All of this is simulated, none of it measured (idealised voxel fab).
process module | voxel released beams
cross-section cut | 280 nm wide | cells 5 nm
A cross-section is a grid of square cells, given in bands from the top down. A band is one or more rows of cells.
Each band's line starts with the height of the band's top and of its bottom, in nm. Then come its materials from left to right, each with its width in nm. One material with "throughout" fills the band from edge to edge. "air" is empty space.
Height 0 is the level under which the wafer as received is all one material. The lowest band goes on downwards, as in "0 down".
A width such as "30 to 40" changes by the same amount from each row of cells to the next, from the band's top row to its bottom row.
"no change" after a step means that no cell of the cross-section changed.
closed voids: empty space of 8 cells or more with no open way to the top, each as width x height at its distance from the left edge, in nm
after a step's settings: what the simulator itself notes on the step
overlay nm, on a step with a mask: how far to the right of its planned place the mask lay; to the left if negative
plan
1 op RECEIVE | material Si
2 op CONFORMAL_DEP | material SiN | thk nm 10
3 op DIRECTIONAL_DEP | material SiO2 | thk nm 15
4 op MASKED_ETCH | tone open | mask id ANCHOR | width nm 20 | etch materials SiO2 | depth nm 15 | overlay nm 0
5 op CONFORMAL_DEP | material W | thk nm 10
6 op DIRECTIONAL_DEP | material aC | thk nm 10
7 op PATTERN | tone cover | mask id BEAM | material resist | width nm 85 | thk nm 30 | overlay nm 0
8 op DIRECTIONAL_ETCH | etch materials aC | depth nm 10
9 op STRIP | etch materials resist
10 op DIRECTIONAL_ETCH | etch materials W | depth nm 10
11 op STRIP | etch materials aC
12 op STRIP | etch materials SiO2
varied across the wafers: width nm of step 4. The plan shows the first wafer's value. All wafers start alike
first wafer as received, after step 1
  0 down: Si throughout
  closed voids: none
first wafer at the end, after step 12
  35 to 25: air 95 | W 85 | air 100
  25 to 10: air 105 | W 20 | air 155
  10 to 0: SiN throughout
  0 down: Si throughout
  closed voids: none
last wafer at the end
  35 to 25: air 95 | W 10 | air 25 | W 50 | air 100
  25 to 20: air 95 | W 10 | air 25 | W 10 | air 140
  20 to 10: air 95 | W 45 | air 140
  10 to 0: SiN throughout
  0 down: Si throughout
  closed voids: none
each wafer at the end: cells of each material gained (+) or lost (-) since it was received, then its closed voids
width nm 20 | +112 SiN | +46 W | closed voids: none
width nm 25 | +112 SiN | +46 W | closed voids: none
width nm 30 | +112 SiN | +46 W | closed voids: none
width nm 35 | +112 SiN | +46 W | closed voids: none
width nm 40 | +112 SiN | +46 W | closed voids: none
width nm 45 | +112 SiN | +46 W | closed voids: none
